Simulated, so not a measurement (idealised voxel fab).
Process module name: voxel released beams
Square cell edge 5 nm, section width 220 nm, ID cut.
In this document a cross-section is written as a grid of square cells. It is given as a series of bands, listed from the top down, and a band is one or more rows of cells. Band: top height; bottom height; in nm. Then, left to right: material with width in nm, for each material. "throughout": a single material spanning edge to edge. "empty": empty space. Heights are expressed relative to 0, this being the level below which the as-received wafer comprises one material exclusively. The lowest band is unbounded in the downward direction and is denoted as in "0..down". It should be noted that a width expressed as "30->40" varies in equal increments from row to row of cells within the band, taking the value of the first number at the top row and that of the second number at the bottom row. "no alteration", as given for a step, is the statement that not any cell of the cross-section underwent a change during that step. "Encapsulated voids" contains a list of empty spaces, each no smaller than 8 cells and without an open way to the top, written in the form width x height at distance with the distance from the left edge and all three in nm. Step line, after settings: the simulator's comment on this step. The "overlay nm" setting may appear on a step's line; for a step that uses a mask, it gives how far to the right of its planned position the mask lay, and a negative value indicates the left.

The following list gives the planned process steps
1,RECEIVE | material Si
2,CONFORMAL_DEP | material Al2O3 | thk nm 10
3,DIRECTIONAL_DEP | material SiO2 | thk nm 10
4,PATTERN | tone open | mask id ANCHOR | material resist | width nm 35 | thk nm 15 | overlay nm 0
5,DIRECTIONAL_ETCH | etch materials SiO2 | depth nm 10
6,STRIP | etch materials resist
7,CONFORMAL_DEP | material polySi | thk nm 15
8,DIRECTIONAL_DEP | material aC | thk nm 15
9,PATTERN | tone cover | mask id BEAM | material resist | width nm 85 | thk nm 30 | overlay nm 0
10,DIRECTIONAL_ETCH | etch materials aC | depth nm 15
11,STRIP | etch materials resist
12,DIRECTIONAL_ETCH | etch materials polySi | depth nm 15
13,STRIP | etch materials aC
14,STRIP | etch materials SiO2

Wafer at receipt (post step 1), cross-section
* 0..down  Si throughout
* Encapsulated voids: none

This is how the wafer looks in cross-section once the module is done, given the starting state and plan above and one mistake in carrying the plan out
* 50..35  65 nm empty, 85 nm polySi, 70 nm empty
* 35..20  polySi throughout
* 20..10  70 nm SiO2, 35 nm polySi, 115 nm SiO2
* 10..0  Al2O3 throughout
* 0..down  Si throughout
* Encapsulated voids: none
Want to know what went wrong? plan step 7 was twice executed
